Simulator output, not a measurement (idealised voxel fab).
Documented hereafter: the process module known as voxel gate over fins.
Section shown: cut. Width: 195 nm. Cell size: 5 nm, square.
The cross-sections in this document take the form of a grid made of square cells. They are written out as bands, in order from top to bottom. Each band consists of one or more rows of cells. In this notation a band is specified by the heights of its top and bottom, in that order and in nm, after which its materials appear from left to right, each paired with its width in nm. The word "all across" attached to a single material means that material fills the band from edge to edge; the word "air" stands for empty space. Convention: height 0 is the level below which the wafer, as received, is all one material. The lowest band does not terminate at the bottom but continues downward, represented as "top 0, no bottom". Read "30..40" as a graded width: first number on top, second number at the bottom, same change between each pair of neighbouring rows. Where a step carries "left unchanged", the cross-section came out of it unchanged, cell for cell. Empty spaces counting at least 8 cells and having no open way to the top are listed in "Sealed internal cavities". The notation width x height at distance is used for each, the distance being from the left edge and all three values in nm. Past the settings on a step's line: simulator remark, on that step. overlay nm: for a step with a mask, the amount by which the mask lay right of where it was planned; a negative amount means left of it.
### Process steps (planned)
1,RECEIVE, material Si
2,CONFORMAL_DEP, material SiN, thk nm 5
3,PATTERN, tone cover, mask id FINS, material resist, width nm 15, pitch nm 40, thk nm 20, overlay nm 0
4,DIRECTIONAL_ETCH, etch materials SiN, depth nm 5
5,DIRECTIONAL_ETCH, etch materials Si, depth nm 35
6,STRIP, etch materials resist
7,OXIDIZE, depth nm 5
8,FILL_DEP, material SiO2, thk nm 15
9,CMP, height nm 5
10,SELECTIVE_ETCH, etch materials SiO2, depth nm 20
11,STRIP, etch materials SiN
12,CONFORMAL_DEP, material HfO2, thk nm 5
13,CONFORMAL_DEP, material TiN, thk nm 5
14,FILL_DEP, material W, thk nm 15
15,CMP, height nm 20
16,CONFORMAL_DEP, material SiCN, thk nm 10
### Step 1 complete: cross-section of the wafer as received
  top 0, no bottom = Si all across
  Sealed internal cavities: none
### The first of the two wafers as seen in cross-section once the module was finished; processing followed the plan
  top 30, bottom 20 = SiCN all across
  top 20, bottom 10 = W all across
  top 10, bottom 5 = W (65) | TiN (25) | W (15) | TiN (25) | W (65)
  top 5, bottom 0 = W (65) | TiN (5) | HfO2 (15) | TiN (5) | W (15) | TiN (5) | HfO2 (15) | TiN (5) | W (65)
  top 0, bottom -5 = W (65) | TiN (5) | HfO2 (5) | Si (5) | HfO2 (5) | TiN (5) | W (15) | TiN (5) | HfO2 (5) | Si (5) | HfO2 (5) | TiN (5) | W (65)
  top -5, bottom -10 = TiN (70) | HfO2 (5) | Si (5) | HfO2 (5) | TiN (25) | HfO2 (5) | Si (5) | HfO2 (5) | TiN (70)
  top -10, bottom -15 = HfO2 (75) | Si (5) | HfO2 (35) | Si (5) | HfO2 (75)
  top -15, bottom -40 = SiO2 (75) | Si (5) | SiO2 (35) | Si (5) | SiO2 (75)
  top -40, no bottom = Si all across
  Sealed internal cavities: none
### Wafer two (of two), end-of-module cross-section: start = wafer one, plan = wafer one, one run mistake
  top 30, bottom 20 = SiCN all across
  top 20, bottom 10 = W all across
  top 10, bottom 5 = TiN (75) | W (5) | TiN (35) | W (5) | TiN (75)
  top 5, bottom 0 = HfO2 (70) | TiN (5) | W (5) | TiN (5) | HfO2 (25) | TiN (5) | W (5) | TiN (5) | HfO2 (70)
  top 0, bottom -5 = Si (65) | HfO2 (5) | TiN (5) | W (5) | TiN (5) | HfO2 (5) | Si (15) | HfO2 (5) | TiN (5) | W (5) | TiN (5) | HfO2 (5) | Si (65)
  top -5, bottom -10 = Si (65) | HfO2 (5) | TiN (15) | HfO2 (5) | Si (15) | HfO2 (5) | TiN (15) | HfO2 (5) | Si (65)
  top -10, bottom -15 = Si (65) | HfO2 (25) | Si (15) | HfO2 (25) | Si (65)
  top -15, bottom -40 = Si (65) | SiO2 (25) | Si (15) | SiO2 (25) | Si (65)
  top -40, no bottom = Si all across
  Sealed internal cavities: none
Processing error: heads up, step 3 didn't go per plan, it actually ran as PATTERN, tone open, mask id FINS, material resist, width nm 15, pitch nm 40, thk nm 20, overlay nm 0
Once processing is complete, comparing cell counts shows that the second wafer has more or fewer of certain materials than the first: +216 Si; -135 SiO2; -81 W
